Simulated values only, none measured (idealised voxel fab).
Proc. module: voxel fin reveal
It is cross-section cut that appears here, measuring 290 nm in width, its square cells being 5 nm in size.
Cross-section format: a grid of square cells, given as bands from top to bottom; each band is one or more rows of cells. In this notation a band is specified by the heights of its top and bottom, in that order and in nm, after which its materials appear from left to right, each paired with its width in nm. The word "all across" attached to a single material means that material fills the band from edge to edge; the word "blank" stands for empty space. Note: height 0 marks the level under which the wafer is uniformly one material as received. Lowest band unbounded below, written "top 0, no bottom". When a width is written as two numbers, as in "30..40", the first number is the width in the top row of cells of the band and the second is the width in its bottom row, and the width changes by the same amount from each row to the next. "same as before" after a step means that no cell of the cross-section changed. Listed in "Voids, sealed": every empty space of 8 or more cells without an open way to the top. Form: width x height at distance, the distance being from the left edge, all in nm. Post-settings text on a step line: simulator's own remark regarding the step. Regarding "overlay nm": on a step with a mask, it is the distance the mask lay to the right of its planned place; a negative value places it to the left.
# Below is the list of planned process steps
1,op RECEIVE | material Si
2,op CONFORMAL_DEP | material SiN | thk nm 5
3,op DIRECTIONAL_DEP | material aC | thk nm 10
4,op PATTERN | tone cover | mask id FINS | material resist | width nm 15 | pitch nm 35 | thk nm 30 | overlay nm 0
5,op DIRECTIONAL_ETCH | etch materials aC | depth nm 10
6,op STRIP | etch materials resist
7,op DIRECTIONAL_ETCH | etch materials SiN | depth nm 5
8,op DIRECTIONAL_ETCH | etch materials Si | depth nm 30
9,op STRIP | etch materials aC
10,op OXIDIZE | depth nm 5
11,op FILL_DEP | material SiO2 | thk nm 15
12,op CMP | height nm 5
13,op SELECTIVE_ETCH | etch materials SiO2 | depth nm 20
14,op STRIP | etch materials SiN
15,op CONFORMAL_DEP | material HfO2 | thk nm 5
# Cross-sectional view of the wafer in its as-received condition, corresponding to the state after step 1
* top 0, no bottom | Si all across
* Voids, sealed: none
# Post-module cross-section of the first of two wafers (run per plan)
* top 5, bottom 0 | 120 blank, then 15 HfO2, then 20 blank, then 15 HfO2, then 120 blank
* top 0, bottom -10 | 120 blank, then 5 HfO2, then 5 Si, then 5 HfO2, then 20 blank, then 5 HfO2, then 5 Si, then 5 HfO2, then 120 blank
* top -10, bottom -15 | 125 HfO2, then 5 Si, then 30 HfO2, then 5 Si, then 125 HfO2
* top -15, bottom -35 | 125 SiO2, then 5 Si, then 30 SiO2, then 5 Si, then 125 SiO2
* top -35, no bottom | Si all across
* Voids, sealed: none
# What the second wafer looks like in cross-section once the module is done. Its start and its plan matched the first wafer's exactly; what differed was one mistake in how it was run
* top 0, bottom -15 | 125 blank, then 5 Si, then 30 blank, then 5 Si, then 125 blank
* top -15, bottom -35 | 125 SiO2, then 5 Si, then 30 SiO2, then 5 Si, then 125 SiO2
* top -35, no bottom | Si all across
* Voids, sealed: none
Nonconformance to the process plan: step 15 of the plan never got run, it was skipped over
FYI, end of process, the second wafer has more or fewer cells of some materials than the first: 70 fewer of HfO2
